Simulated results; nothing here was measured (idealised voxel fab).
process module | voxel self aligned contacts
cross-section cut | 175 nm wide | cells 5 nm
A cross-section is a grid of square cells, given in bands from the top down. A band is one or more rows of cells.
Each band's line starts with the height of the band's top and of its bottom, in nm. Then come its materials from left to right, each with its width in nm. One material with "throughout" fills the band from edge to edge. "air" is empty space.
Height 0 is the level under which the wafer as received is all one material. The lowest band goes on downwards, as in "0 down".
A width such as "30 to 40" changes by the same amount from each row of cells to the next, from the band's top row to its bottom row.
"no change" after a step means that no cell of the cross-section changed.
closed voids: empty space of 8 cells or more with no open way to the top, each as width x height at its distance from the left edge, in nm
after a step's settings: what the simulator itself notes on the step
overlay nm, on a step with a mask: how far to the right of its planned place the mask lay; to the left if negative
plan
1 op RECEIVE | material Si
2 op CONFORMAL_DEP | material SiO2 | thk nm 5
3 op DIRECTIONAL_DEP | material polySi | thk nm 25
4 op DIRECTIONAL_DEP | material SiN | thk nm 15
5 op DIRECTIONAL_DEP | material aC | thk nm 10
6 op PATTERN | tone cover | mask id GATE | material resist | width nm 30 | pitch nm 60 | thk nm 30 | overlay nm 0
7 op DIRECTIONAL_ETCH | etch materials aC | depth nm 10
8 op STRIP | etch materials resist
9 op DIRECTIONAL_ETCH | etch materials SiN | depth nm 15
10 op DIRECTIONAL_ETCH | etch materials polySi | depth nm 25
11 op STRIP | etch materials aC
12 op CONFORMAL_DEP | material SiN | thk nm 5
13 op DIRECTIONAL_ETCH | etch materials SiN | depth nm 5
14 op FILL_DEP | material SiO2 | thk nm 15
15 op CMP | height nm 55
16 op DIRECTIONAL_DEP | material aC | thk nm 10
17 op PATTERN | tone open | mask id CONTACT | material resist | width nm 40 | thk nm 30 | overlay nm 0
18 op DIRECTIONAL_ETCH | etch materials aC | depth nm 10
19 op STRIP | etch materials resist
20 op DIRECTIONAL_ETCH | etch materials SiO2 | depth nm 55
21 op STRIP | etch materials aC
22 op CONFORMAL_DEP | material TiN | thk nm 5
23 op FILL_DEP | material Ru | thk nm 5
24 op CMP | height nm 55
25 op CONFORMAL_DEP | material SiCN | thk nm 5
first wafer, as planned
as received, after step 1
  0 down: Si throughout
  closed voids: none
after step 2
  5 to 0: SiO2 throughout
  below 0: unchanged
after step 3
  30 to 5: polySi throughout
  below 5: unchanged
after step 4
  45 to 30: SiN throughout
  below 30: unchanged
after step 5
  55 to 45: aC throughout
  below 45: unchanged
after step 6
  85 to 55: air 40 | resist 30 | air 30 | resist 30 | air 45
  below 55: unchanged
after step 7
  75 to 55: air 40 | resist 30 | air 30 | resist 30 | air 45
  55 to 45: air 40 | aC 30 | air 30 | aC 30 | air 45
  below 45: unchanged
after step 8
  55 to 45: air 40 | aC 30 | air 30 | aC 30 | air 45
  below 45: unchanged
after step 9
  55 to 45: air 40 | aC 30 | air 30 | aC 30 | air 45
  45 to 30: air 40 | SiN 30 | air 30 | SiN 30 | air 45
  below 30: unchanged
after step 10
  55 to 45: air 40 | aC 30 | air 30 | aC 30 | air 45
  45 to 30: air 40 | SiN 30 | air 30 | SiN 30 | air 45
  30 to 5: air 40 | polySi 30 | air 30 | polySi 30 | air 45
  below 5: unchanged
after step 11
  45 to 30: air 40 | SiN 30 | air 30 | SiN 30 | air 45
  below 30: unchanged
after step 12
  50 to 30: air 35 | SiN 40 | air 20 | SiN 40 | air 40
  30 to 10: air 35 | SiN 5 | polySi 30 | SiN 5 | air 20 | SiN 5 | polySi 30 | SiN 5 | air 40
  10 to 5: SiN 40 | polySi 30 | SiN 30 | polySi 30 | SiN 45
  below 5: unchanged
after step 13
  45 to 30: air 35 | SiN 40 | air 20 | SiN 40 | air 40
  30 to 5: air 35 | SiN 5 | polySi 30 | SiN 5 | air 20 | SiN 5 | polySi 30 | SiN 5 | air 40
  below 5: unchanged
after step 14
  60 to 45: SiO2 throughout
  45 to 30: SiO2 35 | SiN 40 | SiO2 20 | SiN 40 | SiO2 40
  30 to 5: SiO2 35 | SiN 5 | polySi 30 | SiN 5 | SiO2 20 | SiN 5 | polySi 30 | SiN 5 | SiO2 40
  below 5: unchanged
after step 15
  55 to 45: SiO2 throughout
  below 45: unchanged
after step 16
  65 to 55: aC throughout
  below 55: unchanged
after step 17
  95 to 65: resist 65 | air 40 | resist 70
  below 65: unchanged
after step 18
  85 to 65: resist 65 | air 40 | resist 70
  65 to 55: aC 65 | air 40 | aC 70
  below 55: unchanged
after step 19
  65 to 55: aC 65 | air 40 | aC 70
  below 55: unchanged
after step 20
  65 to 55: aC 65 | air 40 | aC 70
  55 to 45: SiO2 65 | air 40 | SiO2 70
  45 to 30: SiO2 35 | SiN 40 | air 20 | SiN 40 | SiO2 40
  30 to 5: SiO2 35 | SiN 5 | polySi 30 | SiN 5 | air 20 | SiN 5 | polySi 30 | SiN 5 | SiO2 40
  5 to 0: SiO2 75 | air 20 | SiO2 80
  below 0: unchanged
after step 21
  55 to 45: SiO2 65 | air 40 | SiO2 70
  below 45: unchanged
after step 22
  60 to 55: TiN 70 | air 30 | TiN 75
  55 to 45: SiO2 65 | TiN 5 to 15 | air 30 to 10 | TiN 5 to 15 | SiO2 70
  45 to 30: SiO2 35 | SiN 40 | TiN 5 | air 10 | TiN 5 | SiN 40 | SiO2 40
  30 to 5: SiO2 35 | SiN 5 | polySi 30 | SiN 5 | TiN 5 | air 10 | TiN 5 | SiN 5 | polySi 30 | SiN 5 | SiO2 40
  5 to 0: SiO2 75 | TiN 20 | SiO2 80
  below 0: unchanged
after step 23
  65 to 60: Ru throughout
  60 to 55: TiN 70 | Ru 30 | TiN 75
  55 to 45: SiO2 65 | TiN 5 to 15 | Ru 30 to 10 | TiN 5 to 15 | SiO2 70
  45 to 30: SiO2 35 | SiN 40 | TiN 5 | Ru 10 | TiN 5 | SiN 40 | SiO2 40
  30 to 5: SiO2 35 | SiN 5 | polySi 30 | SiN 5 | TiN 5 | Ru 10 | TiN 5 | SiN 5 | polySi 30 | SiN 5 | SiO2 40
  below 5: unchanged
after step 24
  55 to 45: SiO2 65 | TiN 5 to 15 | Ru 30 to 10 | TiN 5 to 15 | SiO2 70
  below 45: unchanged
after step 25
  60 to 55: SiCN throughout
  below 55: unchanged
second wafer: like start, like plan, one mistake. Through step 2 it matches the first wafer
when step 3 should have ended
  25 to 5: polySi throughout
  below 5: unchanged
when step 4 should have ended
  40 to 25: SiN throughout
  below 25: unchanged
when step 5 should have ended
  50 to 40: aC throughout
  below 40: unchanged
when step 6 should have ended
  80 to 50: air 40 | resist 30 | air 30 | resist 30 | air 45
  below 50: unchanged
when step 7 should have ended
  70 to 50: air 40 | resist 30 | air 30 | resist 30 | air 45
  50 to 40: air 40 | aC 30 | air 30 | aC 30 | air 45
  below 40: unchanged
when step 8 should have ended
  50 to 40: air 40 | aC 30 | air 30 | aC 30 | air 45
  below 40: unchanged
when step 9 should have ended
  50 to 40: air 40 | aC 30 | air 30 | aC 30 | air 45
  40 to 25: air 40 | SiN 30 | air 30 | SiN 30 | air 45
  below 25: unchanged
when step 10 should have ended
  50 to 40: air 40 | aC 30 | air 30 | aC 30 | air 45
  40 to 25: air 40 | SiN 30 | air 30 | SiN 30 | air 45
  25 to 5: air 40 | polySi 30 | air 30 | polySi 30 | air 45
  below 5: unchanged
when step 11 should have ended
  40 to 25: air 40 | SiN 30 | air 30 | SiN 30 | air 45
  below 25: unchanged
when step 12 should have ended
  45 to 25: air 35 | SiN 40 | air 20 | SiN 40 | air 40
  25 to 10: air 35 | SiN 5 | polySi 30 | SiN 5 | air 20 | SiN 5 | polySi 30 | SiN 5 | air 40
  10 to 5: SiN 40 | polySi 30 | SiN 30 | polySi 30 | SiN 45
  below 5: unchanged
when step 13 should have ended
  40 to 25: air 35 | SiN 40 | air 20 | SiN 40 | air 40
  25 to 5: air 35 | SiN 5 | polySi 30 | SiN 5 | air 20 | SiN 5 | polySi 30 | SiN 5 | air 40
  below 5: unchanged
when step 14 should have ended
  55 to 40: SiO2 throughout
  40 to 25: SiO2 35 | SiN 40 | SiO2 20 | SiN 40 | SiO2 40
  25 to 5: SiO2 35 | SiN 5 | polySi 30 | SiN 5 | SiO2 20 | SiN 5 | polySi 30 | SiN 5 | SiO2 40
  below 5: unchanged
when step 15 should have ended: no change
when step 16 should have ended
  65 to 55: aC throughout
  below 55: unchanged
when step 17 should have ended
  95 to 65: resist 65 | air 40 | resist 70
  below 65: unchanged
when step 18 should have ended
  85 to 65: resist 65 | air 40 | resist 70
  65 to 55: aC 65 | air 40 | aC 70
  below 55: unchanged
when step 19 should have ended
  65 to 55: aC 65 | air 40 | aC 70
  below 55: unchanged
when step 20 should have ended
  65 to 55: aC 65 | air 40 | aC 70
  55 to 40: SiO2 65 | air 40 | SiO2 70
  40 to 25: SiO2 35 | SiN 40 | air 20 | SiN 40 | SiO2 40
  25 to 5: SiO2 35 | SiN 5 | polySi 30 | SiN 5 | air 20 | SiN 5 | polySi 30 | SiN 5 | SiO2 40
  5 to 0: SiO2 75 | air 20 | SiO2 80
  below 0: unchanged
when step 21 should have ended
  55 to 40: SiO2 65 | air 40 | SiO2 70
  below 40: unchanged
when step 22 should have ended
  60 to 55: TiN 70 | air 30 | TiN 75
  55 to 45: SiO2 65 | TiN 5 | air 30 | TiN 5 | SiO2 70
  45 to 40: SiO2 65 | TiN 15 | air 10 | TiN 15 | SiO2 70
  40 to 25: SiO2 35 | SiN 40 | TiN 5 | air 10 | TiN 5 | SiN 40 | SiO2 40
  25 to 5: SiO2 35 | SiN 5 | polySi 30 | SiN 5 | TiN 5 | air 10 | TiN 5 | SiN 5 | polySi 30 | SiN 5 | SiO2 40
  5 to 0: SiO2 75 | TiN 20 | SiO2 80
  below 0: unchanged
when step 23 should have ended
  65 to 60: Ru throughout
  60 to 55: TiN 70 | Ru 30 | TiN 75
  55 to 45: SiO2 65 | TiN 5 | Ru 30 | TiN 5 | SiO2 70
  45 to 40: SiO2 65 | TiN 15 | Ru 10 | TiN 15 | SiO2 70
  40 to 25: SiO2 35 | SiN 40 | TiN 5 | Ru 10 | TiN 5 | SiN 40 | SiO2 40
  25 to 5: SiO2 35 | SiN 5 | polySi 30 | SiN 5 | TiN 5 | Ru 10 | TiN 5 | SiN 5 | polySi 30 | SiN 5 | SiO2 40
  below 5: unchanged
when step 24 should have ended
  55 to 45: SiO2 65 | TiN 5 | Ru 30 | TiN 5 | SiO2 70
  below 45: unchanged
when step 25 should have ended
  60 to 55: SiCN throughout
  below 55: unchanged
what went wrong: step 3 ran as: op DIRECTIONAL_DEP | material polySi | thk nm 20
at the end the second wafer has, in cells: 4 more of Ru | 4 fewer of SiN | 12 more of SiO2 | 12 fewer of polySi
